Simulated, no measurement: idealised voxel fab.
Name of the process module below: voxel spacer lines
We display cut, a cross-section 160 nm in width whose square cells are each 5 nm.
A cross-section is a grid of square cells, given in bands from the top down. A band is one or more rows of cells.
Per band: top height and bottom height in nm, followed by the left-to-right materials and their widths in nm; "everywhere" marks a single material spanning edge to edge, "blank" marks empty space.
Heights from 0 (as-received wafer is one material below). Bottom band endless downward, as "0 and below".
A width given as "30 to 40" starts at the first number in the band's top row and ends at the second number in its bottom row, shifting by an equal amount at every step from row to row.
"remains unaltered" after a step means that no cell of the cross-section changed.
Basically, "Unvented cavities" tells you about the enclosed voids: empty spaces with no open way to the top, 8 cells or bigger, each written width x height at distance, where distance is from the left edge, all in nm.
Heads up: the bit after the settings on a step's line is the simulator's remark on that step.
Regarding "overlay nm": on a step with a mask, it is the distance the mask lay to the right of its planned place; a negative value places it to the left.
Read the rest as pairs. Take the cross-section before one process step, then the cross-section after it, which shows only down to the lowest band that changed. Under the pair, find the step between them and its settings. Bear in mind that pairs may come from different runs of this module on the same starting wafer: link a pair to the pair above it only where its entry headed "Structure before processing" says to.

Structure before processing:
  0 and below: Si everywhere
  Unvented cavities: none

Sectional View, Post-Process:
  5 down to 0: Al2O3 everywhere
  Everything below 0 is unchanged.
  Unvented cavities: none
Link between the two cross-sections above: CONFORMAL_DEP [material Al2O3] [thk nm 5]

Structure before processing: The cross-section prior to this step is the one presented after the step of the pair immediately above.

Sectional View, Post-Process:
  25 down to 5: polySi everywhere
  Everything below 5 is unchanged.
  Unvented cavities: none
Link between the two cross-sections above: DIRECTIONAL_DEP [material polySi] [thk nm 20]

Structure before processing: The cross-section prior to this step is the one presented after the step of the pair immediately above.

Sectional View, Post-Process:
  45 down to 25: aC everywhere
  Everything below 25 is unchanged.
  Unvented cavities: none
Link between the two cross-sections above: DIRECTIONAL_DEP [material aC] [thk nm 20]

Structure before processing: The cross-section prior to this step is the one presented after the step of the pair immediately above.

Sectional View, Post-Process:
  75 down to 45: blank (25) | resist (25) | blank (55) | resist (25) | blank (30)
  Everything below 45 is unchanged.
  Unvented cavities: none
Link between the two cross-sections above: PATTERN [tone cover] [mask id MANDREL] [material resist] [width nm 25] [pitch nm 80] [thk nm 30] [overlay nm 0]

Structure before processing: The cross-section prior to this step is the one presented after the step of the pair immediately above.

Sectional View, Post-Process:
  55 down to 45: blank (25) | resist (25) | blank (55) | resist (25) | blank (30)
  45 down to 25: blank (25) | aC (25) | blank (55) | aC (25) | blank (30)
  Everything below 25 is unchanged.
  Unvented cavities: none
Link between the two cross-sections above: DIRECTIONAL_ETCH [etch materials aC] [depth nm 20]

Structure before processing: The cross-section prior to this step is the one presented after the step of the pair immediately above.

Sectional View, Post-Process:
  45 down to 25: blank (25) | aC (25) | blank (55) | aC (25) | blank (30)
  Everything below 25 is unchanged.
  Unvented cavities: none
Link between the two cross-sections above: STRIP [etch materials resist]

Structure before processing: The cross-section prior to this step is the one presented after the step of the pair immediately above.

Sectional View, Post-Process:
  60 down to 45: blank (10) | SiN (55) | blank (25) | SiN (55) | blank (15)
  45 down to 40: blank (10) | SiN (15) | aC (25) | SiN (15) | blank (25) | SiN (15) | aC (25) | SiN (15) | blank (15)
  40 down to 25: SiN (25) | aC (25) | SiN (55) | aC (25) | SiN (30)
  Everything below 25 is unchanged.
  Unvented cavities: none
Link between the two cross-sections above: CONFORMAL_DEP [material SiN] [thk nm 15]

Structure before processing: The cross-section prior to this step is the one presented after the step of the pair immediately above.

Sectional View, Post-Process:
  45 down to 25: blank (10) | SiN (15) | aC (25) | SiN (15) | blank (25) | SiN (15) | aC (25) | SiN (15) | blank (15)
  Everything below 25 is unchanged.
  Unvented cavities: none
Link between the two cross-sections above: DIRECTIONAL_ETCH [etch materials SiN] [depth nm 15]

Structure before processing: The cross-section prior to this step is the one presented after the step of the pair immediately above.

Sectional View, Post-Process:
  45 down to 25: blank (10) | SiN (15) | blank (25) | SiN (15) | blank (25) | SiN (15) | blank (25) | SiN (15) | blank (15)
  Everything below 25 is unchanged.
  Unvented cavities: none
Link between the two cross-sections above: STRIP [etch materials aC]

Structure before processing: The cross-section prior to this step is the one presented after the step of the pair immediately above.

Sectional View, Post-Process:
  45 down to 25: blank (10) | SiN (15) | blank (25) | SiN (15) | blank (25) | SiN (15) | blank (25) | SiN (15) | blank (15)
  25 down to 5: blank (10) | polySi (15) | blank (25) | polySi (15) | blank (25) | polySi (15) | blank (25) | polySi (15) | blank (15)
  Everything below 5 is unchanged.
  Unvented cavities: none
Link between the two cross-sections above: DIRECTIONAL_ETCH [etch materials polySi] [depth nm 20]

Structure before processing: The cross-section prior to this step is the one presented after the step of the pair immediately above.

Sectional View, Post-Process:
  25 down to 5: blank (10) | polySi (15) | blank (25) | polySi (15) | blank (25) | polySi (15) | blank (25) | polySi (15) | blank (15)
  Everything below 5 is unchanged.
  Unvented cavities: none
Link between the two cross-sections above: STRIP [etch materials SiN]

Structure before processing:
  0 and below: Si everywhere
  Unvented cavities: none

Sectional View, Post-Process:
  20 down to 0: polySi everywhere
  Everything below 0 is unchanged.
  Unvented cavities: none
Link between the two cross-sections above: DIRECTIONAL_DEP [material polySi] [thk nm 20]

Structure before processing: The cross-section prior to this step is the one presented after the step of the pair immediately above.

Sectional View, Post-Process:
  40 down to 20: aC everywhere
  Everything below 20 is unchanged.
  Unvented cavities: none
Link between the two cross-sections above: DIRECTIONAL_DEP [material aC] [thk nm 20]

Structure before processing: The cross-section prior to this step is the one presented after the step of the pair immediately above.

Sectional View, Post-Process:
  70 down to 40: blank (25) | resist (25) | blank (55) | resist (25) | blank (30)
  Everything below 40 is unchanged.
  Unvented cavities: none
Link between the two cross-sections above: PATTERN [tone cover] [mask id MANDREL] [material resist] [width nm 25] [pitch nm 80] [thk nm 30] [overlay nm 0]

Structure before processing: The cross-section prior to this step is the one presented after the step of the pair immediately above.

Sectional View, Post-Process:
  50 down to 40: blank (25) | resist (25) | blank (55) | resist (25) | blank (30)
  40 down to 20: blank (25) | aC (25) | blank (55) | aC (25) | blank (30)
  Everything below 20 is unchanged.
  Unvented cavities: none
Link between the two cross-sections above: DIRECTIONAL_ETCH [etch materials aC] [depth nm 20]

Structure before processing: The cross-section prior to this step is the one presented after the step of the pair immediately above.

Sectional View, Post-Process:
  40 down to 20: blank (25) | aC (25) | blank (55) | aC (25) | blank (30)
  Everything below 20 is unchanged.
  Unvented cavities: none
Link between the two cross-sections above: STRIP [etch materials resist]

Structure before processing: The cross-section prior to this step is the one presented after the step of the pair immediately above.

Sectional View, Post-Process:
  55 down to 40: blank (10) | SiN (55) | blank (25) | SiN (55) | blank (15)
  40 down to 35: blank (10) | SiN (15) | aC (25) | SiN (15) | blank (25) | SiN (15) | aC (25) | SiN (15) | blank (15)
  35 down to 20: SiN (25) | aC (25) | SiN (55) | aC (25) | SiN (30)
  Everything below 20 is unchanged.
  Unvented cavities: none
Link between the two cross-sections above: CONFORMAL_DEP [material SiN] [thk nm 15]

Structure before processing: The cross-section prior to this step is the one presented after the step of the pair immediately above.

Sectional View, Post-Process:
  40 down to 20: blank (10) | SiN (15) | aC (25) | SiN (15) | blank (25) | SiN (15) | aC (25) | SiN (15) | blank (15)
  Everything below 20 is unchanged.
  Unvented cavities: none
Link between the two cross-sections above: DIRECTIONAL_ETCH [etch materials SiN] [depth nm 15]

Structure before processing: The cross-section prior to this step is the one presented after the step of the pair immediately above.

Sectional View, Post-Process:
  40 down to 20: blank (10) | SiN (15) | blank (25) | SiN (15) | blank (25) | SiN (15) | blank (25) | SiN (15) | blank (15)
  Everything below 20 is unchanged.
  Unvented cavities: none
Link between the two cross-sections above: STRIP [etch materials aC]

Structure before processing: The cross-section prior to this step is the one presented after the step of the pair immediately above.

Sectional View, Post-Process:
  40 down to 20: blank (10) | SiN (15) | blank (25) | SiN (15) | blank (25) | SiN (15) | blank (25) | SiN (15) | blank (15)
  20 down to 0: blank (10) | polySi (15) | blank (25) | polySi (15) | blank (25) | polySi (15) | blank (25) | polySi (15) | blank (15)
  Everything below 0 is unchanged.
  Unvented cavities: none
Link between the two cross-sections above: DIRECTIONAL_ETCH [etch materials polySi] [depth nm 20]

Structure before processing: The cross-section prior to this step is the one presented after the step of the pair immediately above.

Sectional View, Post-Process:
  20 down to 0: blank (10) | polySi (15) | blank (25) | polySi (15) | blank (25) | polySi (15) | blank (25) | polySi (15) | blank (15)
  Everything below 0 is unchanged.
  Unvented cavities: none
Link between the two cross-sections above: STRIP [etch materials SiN]

Structure before processing:
  25 down to 5: polySi everywhere
  5 down to 0: Al2O3 everywhere
  0 and below: Si everywhere
  Unvented cavities: none

Sectional View, Post-Process:
  45 down to 5: polySi everywhere
  Everything below 5 is unchanged.
  Unvented cavities: none
Link between the two cross-sections above: DIRECTIONAL_DEP [material polySi] [thk nm 20]

Structure before processing: The cross-section prior to this step is the one presented after the step of the pair immediately above.

Sectional View, Post-Process:
  65 down to 45: aC everywhere
  Everything below 45 is unchanged.
  Unvented cavities: none
Link between the two cross-sections above: DIRECTIONAL_DEP [material aC] [thk nm 20]

Structure before processing: The cross-section prior to this step is the one presented after the step of the pair immediately above.

Sectional View, Post-Process:
  95 down to 65: blank (25) | resist (25) | blank (55) | resist (25) | blank (30)
  Everything below 65 is unchanged.
  Unvented cavities: none
Link between the two cross-sections above: PATTERN [tone cover] [mask id MANDREL] [material resist] [width nm 25] [pitch nm 80] [thk nm 30] [overlay nm 0]

Structure before processing: The cross-section prior to this step is the one presented after the step of the pair immediately above.

Sectional View, Post-Process:
  75 down to 65: blank (25) | resist (25) | blank (55) | resist (25) | blank (30)
  65 down to 45: blank (25) | aC (25) | blank (55) | aC (25) | blank (30)
  Everything below 45 is unchanged.
  Unvented cavities: none
Link between the two cross-sections above: DIRECTIONAL_ETCH [etch materials aC] [depth nm 20]

Structure before processing: The cross-section prior to this step is the one presented after the step of the pair immediately above.

Sectional View, Post-Process:
  65 down to 45: blank (25) | aC (25) | blank (55) | aC (25) | blank (30)
  Everything below 45 is unchanged.
  Unvented cavities: none
Link between the two cross-sections above: STRIP [etch materials resist]

Structure before processing: The cross-section prior to this step is the one presented after the step of the pair immediately above.

Sectional View, Post-Process:
  80 down to 65: blank (10) | SiN (55) | blank (25) | SiN (55) | blank (15)
  65 down to 60: blank (10) | SiN (15) | aC (25) | SiN (15) | blank (25) | SiN (15) | aC (25) | SiN (15) | blank (15)
  60 down to 45: SiN (25) | aC (25) | SiN (55) | aC (25) | SiN (30)
  Everything below 45 is unchanged.
  Unvented cavities: none
Link between the two cross-sections above: CONFORMAL_DEP [material SiN] [thk nm 15]

Structure before processing: The cross-section prior to this step is the one presented after the step of the pair immediately above.

Sectional View, Post-Process:
  65 down to 45: blank (10) | SiN (15) | aC (25) | SiN (15) | blank (25) | SiN (15) | aC (25) | SiN (15) | blank (15)
  Everything below 45 is unchanged.
  Unvented cavities: none
Link between the two cross-sections above: DIRECTIONAL_ETCH [etch materials SiN] [depth nm 15]

Structure before processing: The cross-section prior to this step is the one presented after the step of the pair immediately above.

Sectional View, Post-Process:
  65 down to 45: blank (10) | SiN (15) | blank (25) | SiN (15) | blank (25) | SiN (15) | blank (25) | SiN (15) | blank (15)
  Everything below 45 is unchanged.
  Unvented cavities: none
Link between the two cross-sections above: STRIP [etch materials aC]

Structure before processing: The cross-section prior to this step is the one presented after the step of the pair immediately above.

Sectional View, Post-Process:
  65 down to 45: blank (10) | SiN (15) | blank (25) | SiN (15) | blank (25) | SiN (15) | blank (25) | SiN (15) | blank (15)
  45 down to 25: blank (10) | polySi (15) | blank (25) | polySi (15) | blank (25) | polySi (15) | blank (25) | polySi (15) | blank (15)
  Everything below 25 is unchanged.
  Unvented cavities: none
Link between the two cross-sections above: DIRECTIONAL_ETCH [etch materials polySi] [depth nm 20]

Structure before processing: The cross-section prior to this step is the one presented after the step of the pair immediately above.

Sectional View, Post-Process:
  45 down to 25: blank (10) | polySi (15) | blank (25) | polySi (15) | blank (25) | polySi (15) | blank (25) | polySi (15) | blank (15)
  Everything below 25 is unchanged.
  Unvented cavities: none
Link between the two cross-sections above: STRIP [etch materials SiN]

Structure before processing:
  45 down to 25: blank (10) | SiN (15) | aC (25) | SiN (15) | blank (25) | SiN (15) | aC (25) | SiN (15) | blank (15)
  25 down to 5: polySi everywhere
  5 down to 0: Al2O3 everywhere
  0 and below: Si everywhere
  Unvented cavities: none

Sectional View, Post-Process:
  45 down to 25: blank (10) | SiN (15) | aC (25) | SiN (15) | blank (25) | SiN (15) | aC (25) | SiN (15) | blank (15)
  25 down to 5: blank (10) | polySi (55) | blank (25) | polySi (55) | blank (15)
  Everything below 5 is unchanged.
  Unvented cavities: none
Link between the two cross-sections above: DIRECTIONAL_ETCH [etch materials polySi] [depth nm 20]

Structure before processing: The cross-section prior to this step is the one presented after the step of the pair immediately above.

Sectional View, Post-Process:
  45 down to 25: blank (10) | SiN (15) | blank (25) | SiN (15) | blank (25) | SiN (15) | blank (25) | SiN (15) | blank (15)
  Everything below 25 is unchanged.
  Unvented cavities: none
Link between the two cross-sections above: STRIP [etch materials aC]

Structure before processing: The cross-section prior to this step is the one presented after the step of the pair immediately above.

Sectional View, Post-Process:
  25 down to 5: blank (10) | polySi (55) | blank (25) | polySi (55) | blank (15)
  Everything below 5 is unchanged.
  Unvented cavities: none
Link between the two cross-sections above: STRIP [etch materials SiN]

Structure before processing:
  5 down to 0: Al2O3 everywhere
  0 and below: Si everywhere
  Unvented cavities: none

Sectional View, Post-Process:
  15 down to 5: polySi everywhere
  Everything below 5 is unchanged.
  Unvented cavities: none
Link between the two cross-sections above: DIRECTIONAL_DEP [material polySi] [thk nm 10]

Structure before processing: The cross-section prior to this step is the one presented after the step of the pair immediately above.

Sectional View, Post-Process:
  35 down to 15: aC everywhere
  Everything below 15 is unchanged.
  Unvented cavities: none
Link between the two cross-sections above: DIRECTIONAL_DEP [material aC] [thk nm 20]

Structure before processing: The cross-section prior to this step is the one presented after the step of the pair immediately above.

Sectional View, Post-Process:
  65 down to 35: blank (25) | resist (25) | blank (55) | resist (25) | blank (30)
  Everything below 35 is unchanged.
  Unvented cavities: none
Link between the two cross-sections above: PATTERN [tone cover] [mask id MANDREL] [material resist] [width nm 25] [pitch nm 80] [thk nm 30] [overlay nm 0]

Structure before processing: The cross-section prior to this step is the one presented after the step of the pair immediately above.

Sectional View, Post-Process:
  45 down to 35: blank (25) | resist (25) | blank (55) | resist (25) | blank (30)
  35 down to 15: blank (25) | aC (25) | blank (55) | aC (25) | blank (30)
  Everything below 15 is unchanged.
  Unvented cavities: none
Link between the two cross-sections above: DIRECTIONAL_ETCH [etch materials aC] [depth nm 20]

Structure before processing: The cross-section prior to this step is the one presented after the step of the pair immediately above.

Sectional View, Post-Process:
  35 down to 15: blank (25) | aC (25) | blank (55) | aC (25) | blank (30)
  Everything below 15 is unchanged.
  Unvented cavities: none
Link between the two cross-sections above: STRIP [etch materials resist]

Structure before processing: The cross-section prior to this step is the one presented after the step of the pair immediately above.

Sectional View, Post-Process:
  50 down to 35: blank (10) | SiN (55) | blank (25) | SiN (55) | blank (15)
  35 down to 30: blank (10) | SiN (15) | aC (25) | SiN (15) | blank (25) | SiN (15) | aC (25) | SiN (15) | blank (15)
  30 down to 15: SiN (25) | aC (25) | SiN (55) | aC (25) | SiN (30)
  Everything below 15 is unchanged.
  Unvented cavities: none
Link between the two cross-sections above: CONFORMAL_DEP [material SiN] [thk nm 15]

Structure before processing: The cross-section prior to this step is the one presented after the step of the pair immediately above.

Sectional View, Post-Process:
  35 down to 15: blank (10) | SiN (15) | aC (25) | SiN (15) | blank (25) | SiN (15) | aC (25) | SiN (15) | blank (15)
  Everything below 15 is unchanged.
  Unvented cavities: none
Link between the two cross-sections above: DIRECTIONAL_ETCH [etch materials SiN] [depth nm 15]

Structure before processing: The cross-section prior to this step is the one presented after the step of the pair immediately above.

Sectional View, Post-Process:
  35 down to 15: blank (10) | SiN (15) | blank (25) | SiN (15) | blank (25) | SiN (15) | blank (25) | SiN (15) | blank (15)
  Everything below 15 is unchanged.
  Unvented cavities: none
Link between the two cross-sections above: STRIP [etch materials aC]

Structure before processing: The cross-section prior to this step is the one presented after the step of the pair immediately above.

Sectional View, Post-Process:
  35 down to 15: blank (10) | SiN (15) | blank (25) | SiN (15) | blank (25) | SiN (15) | blank (25) | SiN (15) | blank (15)
  15 down to 5: blank (10) | polySi (15) | blank (25) | polySi (15) | blank (25) | polySi (15) | blank (25) | polySi (15) | blank (15)
  Everything below 5 is unchanged.
  Unvented cavities: none
Link between the two cross-sections above: DIRECTIONAL_ETCH [etch materials polySi] [depth nm 20]

Structure before processing: The cross-section prior to this step is the one presented after the step of the pair immediately above.

Sectional View, Post-Process:
  15 down to 5: blank (10) | polySi (15) | blank (25) | polySi (15) | blank (25) | polySi (15) | blank (25) | polySi (15) | blank (15)
  Everything below 5 is unchanged.
  Unvented cavities: none
Link between the two cross-sections above: STRIP [etch materials SiN]

Structure before processing:
  45 down to 25: aC everywhere
  25 down to 5: polySi everywhere
  5 down to 0: Al2O3 everywhere
  0 and below: Si everywhere
  Unvented cavities: none

Sectional View, Post-Process:
  75 down to 45: blank (30) | resist (15) | blank (65) | resist (15) | blank (35)
  Everything below 45 is unchanged.
  Unvented cavities: none
Link between the two cross-sections above: PATTERN [tone cover] [mask id MANDREL] [material resist] [width nm 15] [pitch nm 80] [thk nm 30] [overlay nm 0]

Structure before processing: The cross-section prior to this step is the one presented after the step of the pair immediately above.

Sectional View, Post-Process:
  55 down to 45: blank (30) | resist (15) | blank (65) | resist (15) | blank (35)
  45 down to 25: blank (30) | aC (15) | blank (65) | aC (15) | blank (35)
  Everything below 25 is unchanged.
  Unvented cavities: none
Link between the two cross-sections above: DIRECTIONAL_ETCH [etch materials aC] [depth nm 20]

Structure before processing: The cross-section prior to this step is the one presented after the step of the pair immediately above.

Sectional View, Post-Process:
  45 down to 25: blank (30) | aC (15) | blank (65) | aC (15) | blank (35)
  Everything below 25 is unchanged.
  Unvented cavities: none
Link between the two cross-sections above: STRIP [etch materials resist]

Structure before processing: The cross-section prior to this step is the one presented after the step of the pair immediately above.

Sectional View, Post-Process:
  60 down to 45: blank (15) | SiN (45) | blank (35) | SiN (45) | blank (20)
  45 down to 40: blank (15) | SiN (15) | aC (15) | SiN (15) | blank (35) | SiN (15) | aC (15) | SiN (15) | blank (20)
  40 down to 25: SiN (30) | aC (15) | SiN (65) | aC (15) | SiN (35)
  Everything below 25 is unchanged.
  Unvented cavities: none
Link between the two cross-sections above: CONFORMAL_DEP [material SiN] [thk nm 15]

Structure before processing: The cross-section prior to this step is the one presented after the step of the pair immediately above.

Sectional View, Post-Process:
  45 down to 25: blank (15) | SiN (15) | aC (15) | SiN (15) | blank (35) | SiN (15) | aC (15) | SiN (15) | blank (20)
  Everything below 25 is unchanged.
  Unvented cavities: none
Link between the two cross-sections above: DIRECTIONAL_ETCH [etch materials SiN] [depth nm 15]

Structure before processing: The cross-section prior to this step is the one presented after the step of the pair immediately above.

Sectional View, Post-Process:
  45 down to 25: blank (15) | SiN (15) | blank (15) | SiN (15) | blank (35) | SiN (15) | blank (15) | SiN (15) | blank (20)
  Everything below 25 is unchanged.
  Unvented cavities: none
Link between the two cross-sections above: STRIP [etch materials aC]

Structure before processing: The cross-section prior to this step is the one presented after the step of the pair immediately above.

Sectional View, Post-Process:
  45 down to 25: blank (15) | SiN (15) | blank (15) | SiN (15) | blank (35) | SiN (15) | blank (15) | SiN (15) | blank (20)
  25 down to 5: blank (15) | polySi (15) | blank (15) | polySi (15) | blank (35) | polySi (15) | blank (15) | polySi (15) | blank (20)
  Everything below 5 is unchanged.
  Unvented cavities: none
Link between the two cross-sections above: DIRECTIONAL_ETCH [etch materials polySi] [depth nm 20]

Structure before processing: The cross-section prior to this step is the one presented after the step of the pair immediately above.

Sectional View, Post-Process:
  25 down to 5: blank (15) | polySi (15) | blank (15) | polySi (15) | blank (35) | polySi (15) | blank (15) | polySi (15) | blank (20)
  Everything below 5 is unchanged.
  Unvented cavities: none
Link between the two cross-sections above: STRIP [etch materials SiN]

Structure before processing:
  45 down to 25: aC everywhere
  25 down to 5: polySi everywhere
  5 down to 0: Al2O3 everywhere
  0 and below: Si everywhere
  Unvented cavities: none

Sectional View, Post-Process:
  75 down to 45: blank (30) | resist (25) | blank (55) | resist (25) | blank (25)
  Everything below 45 is unchanged.
  Unvented cavities: none
Link between the two cross-sections above: PATTERN [tone cover] [mask id MANDREL] [material resist] [width nm 25] [pitch nm 80] [thk nm 30] [overlay nm 5]

Structure before processing: The cross-section prior to this step is the one presented after the step of the pair immediately above.

Sectional View, Post-Process:
  55 down to 45: blank (30) | resist (25) | blank (55) | resist (25) | blank (25)
  45 down to 25: blank (30) | aC (25) | blank (55) | aC (25) | blank (25)
  Everything below 25 is unchanged.
  Unvented cavities: none
Link between the two cross-sections above: DIRECTIONAL_ETCH [etch materials aC] [depth nm 20]

Structure before processing: The cross-section prior to this step is the one presented after the step of the pair immediately above.

Sectional View, Post-Process:
  45 down to 25: blank (30) | aC (25) | blank (55) | aC (25) | blank (25)
  Everything below 25 is unchanged.
  Unvented cavities: none
Link between the two cross-sections above: STRIP [etch materials resist]

Structure before processing: The cross-section prior to this step is the one presented after the step of the pair immediately above.

Sectional View, Post-Process:
  60 down to 45: blank (15) | SiN (55) | blank (25) | SiN (55) | blank (10)
  45 down to 40: blank (15) | SiN (15) | aC (25) | SiN (15) | blank (25) | SiN (15) | aC (25) | SiN (15) | blank (10)
  40 down to 25: SiN (30) | aC (25) | SiN (55) | aC (25) | SiN (25)
  Everything below 25 is unchanged.
  Unvented cavities: none
Link between the two cross-sections above: CONFORMAL_DEP [material SiN] [thk nm 15]

Structure before processing: The cross-section prior to this step is the one presented after the step of the pair immediately above.

Sectional View, Post-Process:
  45 down to 25: blank (15) | SiN (15) | aC (25) | SiN (15) | blank (25) | SiN (15) | aC (25) | SiN (15) | blank (10)
  Everything below 25 is unchanged.
  Unvented cavities: none
Link between the two cross-sections above: DIRECTIONAL_ETCH [etch materials SiN] [depth nm 15]

Structure before processing: The cross-section prior to this step is the one presented after the step of the pair immediately above.

Sectional View, Post-Process:
  45 down to 25: blank (15) | SiN (15) | blank (25) | SiN (15) | blank (25) | SiN (15) | blank (25) | SiN (15) | blank (10)
  Everything below 25 is unchanged.
  Unvented cavities: none
Link between the two cross-sections above: STRIP [etch materials aC]

Structure before processing: The cross-section prior to this step is the one presented after the step of the pair immediately above.

Sectional View, Post-Process:
  45 down to 25: blank (15) | SiN (15) | blank (25) | SiN (15) | blank (25) | SiN (15) | blank (25) | SiN (15) | blank (10)
  25 down to 5: blank (15) | polySi (15) | blank (25) | polySi (15) | blank (25) | polySi (15) | blank (25) | polySi (15) | blank (10)
  Everything below 5 is unchanged.
  Unvented cavities: none
Link between the two cross-sections above: DIRECTIONAL_ETCH [etch materials polySi] [depth nm 20]

Structure before processing: The cross-section prior to this step is the one presented after the step of the pair immediately above.

Sectional View, Post-Process:
  25 down to 5: blank (15) | polySi (15) | blank (25) | polySi (15) | blank (25) | polySi (15) | blank (25) | polySi (15) | blank (10)
  Everything below 5 is unchanged.
  Unvented cavities: none
Link between the two cross-sections above: STRIP [etch materials SiN]

Structure before processing:
  25 down to 5: polySi everywhere
  5 down to 0: Al2O3 everywhere
  0 and below: Si everywhere
  Unvented cavities: none

Sectional View, Post-Process:
  45 down to 25: Al2O3 everywhere
  Everything below 25 is unchanged.
  Unvented cavities: none
Link between the two cross-sections above: DIRECTIONAL_DEP [material Al2O3] [thk nm 20]

Structure before processing: The cross-section prior to this step is the one presented after the step of the pair immediately above.

Sectional View, Post-Process:
  75 down to 45: blank (25) | resist (25) | blank (55) | resist (25) | blank (30)
  Everything below 45 is unchanged.
  Unvented cavities: none
Link between the two cross-sections above: PATTERN [tone cover] [mask id MANDREL] [material resist] [width nm 25] [pitch nm 80] [thk nm 30] [overlay nm 0]

Structure before processing: The cross-section prior to this step is the one presented after the step of the pair immediately above.

Sectional View, Post-Process:
  55 down to 45: blank (25) | resist (25) | blank (55) | resist (25) | blank (30)
  Everything below 45 is unchanged.
  Unvented cavities: none
Link between the two cross-sections above: DIRECTIONAL_ETCH [etch materials aC] [depth nm 20]

Structure before processing: The cross-section prior to this step is the one presented after the step of the pair immediately above.

Sectional View, Post-Process:
  45 down to 25: Al2O3 everywhere
  Everything below 25 is unchanged.
  Unvented cavities: none
Link between the two cross-sections above: STRIP [etch materials resist]

Structure before processing: The cross-section prior to this step is the one presented after the step of the pair immediately above.

Sectional View, Post-Process:
  60 down to 45: SiN everywhere
  Everything below 45 is unchanged.
  Unvented cavities: none
Link between the two cross-sections above: CONFORMAL_DEP [material SiN] [thk nm 15]

Structure before processing: The cross-section prior to this step is the one presented after the step of the pair immediately above.

Sectional View, Post-Process:
  45 down to 25: Al2O3 everywhere
  Everything below 25 is unchanged.
  Unvented cavities: none
Link between the two cross-sections above: DIRECTIONAL_ETCH [etch materials SiN] [depth nm 15]

Structure before processing:
  45 down to 25: aC everywhere
  25 down to 5: polySi everywhere
  5 down to 0: Al2O3 everywhere
  0 and below: Si everywhere
  Unvented cavities: none

Sectional View, Post-Process:
  75 down to 45: resist (25) | blank (25) | resist (55) | blank (25) | resist (30)
  Everything below 45 is unchanged.
  Unvented cavities: none
Link between the two cross-sections above: PATTERN [tone open] [mask id MANDREL] [material resist] [width nm 25] [pitch nm 80] [thk nm 30] [overlay nm 0]

Structure before processing: The cross-section prior to this step is the one presented after the step of the pair immediately above.

Sectional View, Post-Process:
  55 down to 45: resist (25) | blank (25) | resist (55) | blank (25) | resist (30)
  45 down to 25: aC (25) | blank (25) | aC (55) | blank (25) | aC (30)
  Everything below 25 is unchanged.
  Unvented cavities: none
Link between the two cross-sections above: DIRECTIONAL_ETCH [etch materials aC] [depth nm 20]

Structure before processing: The cross-section prior to this step is the one presented after the step of the pair immediately above.

Sectional View, Post-Process:
  45 down to 25: aC (25) | blank (25) | aC (55) | blank (25) | aC (30)
  Everything below 25 is unchanged.
  Unvented cavities: none
Link between the two cross-sections above: STRIP [etch materials resist]

Structure before processing: The cross-section prior to this step is the one presented after the step of the pair immediately above.

Sectional View, Post-Process:
  60 down to 45: SiN everywhere
  45 down to 25: aC (25) | SiN (25) | aC (55) | SiN (25) | aC (30)
  Everything below 25 is unchanged.
  Unvented cavities: none
Link between the two cross-sections above: CONFORMAL_DEP [material SiN] [thk nm 15]

Structure before processing: The cross-section prior to this step is the one presented after the step of the pair immediately above.

Sectional View, Post-Process:
  45 down to 25: aC (25) | SiN (25) | aC (55) | SiN (25) | aC (30)
  Everything below 25 is unchanged.
  Unvented cavities: none
Link between the two cross-sections above: DIRECTIONAL_ETCH [etch materials SiN] [depth nm 15]

Structure before processing: The cross-section prior to this step is the one presented after the step of the pair immediately above.

Sectional View, Post-Process:
  45 down to 25: blank (25) | SiN (25) | blank (55) | SiN (25) | blank (30)
  Everything below 25 is unchanged.
  Unvented cavities: none
Link between the two cross-sections above: STRIP [etch materials aC]

Structure before processing: The cross-section prior to this step is the one presented after the step of the pair immediately above.

Sectional View, Post-Process:
  45 down to 25: blank (25) | SiN (25) | blank (55) | SiN (25) | blank (30)
  25 down to 5: blank (25) | polySi (25) | blank (55) | polySi (25) | blank (30)
  Everything below 5 is unchanged.
  Unvented cavities: none
Link between the two cross-sections above: DIRECTIONAL_ETCH [etch materials polySi] [depth nm 20]

Structure before processing: The cross-section prior to this step is the one presented after the step of the pair immediately above.

Sectional View, Post-Process:
  25 down to 5: blank (25) | polySi (25) | blank (55) | polySi (25) | blank (30)
  Everything below 5 is unchanged.
  Unvented cavities: none
Link between the two cross-sections above: STRIP [etch materials SiN]
